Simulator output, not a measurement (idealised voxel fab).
Herein follows the process module entitled voxel spacer lines.
Cross-sectional view cut (width: 210 nm; square cell size: 5 nm).
Cross-section = grid of square cells, listed top down in bands; band = one or more rows. Heads up on the band format: heights come first, top then bottom, in nm. After that it's the materials left to right, each with its width in nm. A single material flagged "throughout" fills the whole band edge to edge, and "empty" means there's empty space there. It should be noted that heights are counted from 0, beneath which the wafer as supplied is of one material throughout, and that the lowest band possesses no lower boundary but continues downward, as written in "0 and below". A width such as "30->40" changes by the same amount from each row of cells to the next, from the band's top row to its bottom row. Given "nothing changed" for a step, no cell of the cross-section differs between before and after that step. Each empty space that has no open way to the top and spans at least 8 cells appears under "Enclosed void listing" as width x height at distance, the distance counted from the left edge, all in nm. Past the settings on a step's line: simulator remark, on that step. Steps that use a mask can have "overlay nm" on their line. It says how far the mask sat to the right of where it was meant to be. Negative means to the left.
plan:
step 1: RECEIVE with material Si
step 2: CONFORMAL_DEP with material Al2O3, thk nm 5
step 3: DIRECTIONAL_DEP with material polySi, thk nm 20
step 4: DIRECTIONAL_DEP with material aC, thk nm 30
step 5: PATTERN with tone cover, mask id MANDREL, material resist, width nm 25, pitch nm 70, thk nm 40, overlay nm 0
step 6: DIRECTIONAL_ETCH with etch materials aC, depth nm 30
step 7: STRIP with etch materials resist
step 8: CONFORMAL_DEP with material SiN, thk nm 10
step 9: DIRECTIONAL_ETCH with etch materials SiN, depth nm 10
step 10: STRIP with etch materials aC
step 11: DIRECTIONAL_ETCH with etch materials polySi, depth nm 20
step 12: STRIP with etch materials SiN
step 13: FILL_DEP with material SiO2, thk nm 5
step 14: CMP with height nm 25
As-received state of the wafer in cross-section, equivalent to post-step 1:
0 and below | Si throughout
Enclosed void listing: none
Wafer at module end, in section. Began as above, planned as above, run with one mistake:
25 down to 5 | SiO2=45, then polySi=10, then SiO2=25, then polySi=10, then SiO2=25, then polySi=10, then SiO2=25, then polySi=10, then SiO2=50
5 down to 0 | polySi throughout
0 and below | Si throughout
Enclosed void listing: none
Misprocessing identified: it should be noted that step 2 was executed with settings other than those planned, the operation and settings actually applied being CONFORMAL_DEP with material polySi, thk nm 5
